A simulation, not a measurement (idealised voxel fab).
Process module in this document: voxel released beams
This is section cut - it's 145 nm across, gridded in 5 nm square cells.
Cross-section, as written here: a square-cell grid given band by band from the top down, where a band holds one or more rows of cells.
Read a band's entry like this: the first values are the height of its top and the height of its bottom in nm, and what follows is the sequence of materials from left to right, each with its width in nm. Note that "blank" is empty space, and that a single material marked "full width" reaches across the band from edge to edge.
All heights in this document are referenced to 0, defined as the level beneath which the wafer, as received, consists entirely of one material. The lowest band is not bounded below; it extends indefinitely downward and is written in the form "top 0, no bottom".
Note: "30->40" means the width goes from the first number (top row of the band) to the second number (bottom row) in equal steps per row of cells.
"remains unaltered" (step): cross-section cells unchanged, all of them.
The entry "Sealed internal voids" lists the empty spaces that cover at least 8 cells and have no open path to the top. Each is written as width x height at distance, where the distance is measured from the left edge and all three values are in nm.
On a step's line, text after the settings is the simulator commenting on that step.
Each step line may optionally specify "overlay nm", which for a step with a mask gives the rightward distance between the mask's planned place and where it lay, a negative value indicating the leftward direction.
-- Set out below are the planned steps of the process
step 1: RECEIVE | material Si
step 2: CONFORMAL_DEP | material Al2O3 | thk nm 5
step 3: DIRECTIONAL_DEP | material SiO2 | thk nm 20
step 4: MASKED_ETCH | tone open | mask id ANCHOR | width nm 45 | etch materials SiO2 | depth nm 20 | overlay nm 0
step 5: CONFORMAL_DEP | material polySi | thk nm 15
step 6: MASKED_ETCH | tone cover | mask id BEAM | width nm 90 | etch materials polySi | depth nm 15 | overlay nm 0
step 7: STRIP | etch materials SiO2
-- First of two wafers - as planned
-- Here's what the wafer looked like in cross-section when it arrived - that's after step 1
top 0, no bottom = Si full width
Sealed internal voids: none
-- How the wafer stands in section after step 2
top 5, bottom 0 = Al2O3 full width
Under 0: no change, same as before.
-- How the wafer stands in section after step 3
top 25, bottom 5 = SiO2 full width
Under 5: no change, same as before.
-- How the wafer stands in section after step 4
top 25, bottom 5 = SiO2 (30); blank (45); SiO2 (70)
Under 5: no change, same as before.
-- How the wafer stands in section after step 5
top 40, bottom 25 = polySi (45); blank (15); polySi (85)
top 25, bottom 20 = SiO2 (30); polySi (15); blank (15); polySi (15); SiO2 (70)
top 20, bottom 5 = SiO2 (30); polySi (45); SiO2 (70)
Under 5: no change, same as before.
-- How the wafer stands in section after step 6
top 40, bottom 25 = blank (25); polySi (20); blank (15); polySi (55); blank (30)
Under 25: no change, same as before.
-- How the wafer stands in section after step 7
top 40, bottom 25 = blank (25); polySi (20); blank (15); polySi (55); blank (30)
top 25, bottom 20 = blank (30); polySi (15); blank (15); polySi (15); blank (70)
top 20, bottom 5 = blank (30); polySi (45); blank (70)
Under 5: no change, same as before.
-- Companion wafer, the second of two: same beginning, same intended sequence, one mistake in carrying it out; through step 5 inclusive it tracks the first exactly
-- Cross-section of the second wafer at the time step 6 of the plan should have ended
top 40, bottom 25 = blank (20); polySi (25); blank (15); polySi (50); blank (35)
Under 25: no change, same as before.
-- Cross-section of the second wafer at the time step 7 of the plan should have ended
top 40, bottom 25 = blank (20); polySi (25); blank (15); polySi (50); blank (35)
top 25, bottom 20 = blank (30); polySi (15); blank (15); polySi (15); blank (70)
top 20, bottom 5 = blank (30); polySi (45); blank (70)
Under 5: no change, same as before.
Nonconformance to the process plan: for step 6, the planned setting was not used; the step was instead run as MASKED_ETCH | tone cover | mask id BEAM | width nm 90 | etch materials polySi | depth nm 15 | overlay nm -5
Same inventory, different map: at the end, the second wafer holds as many cells of each material as the first, placed elsewhere.
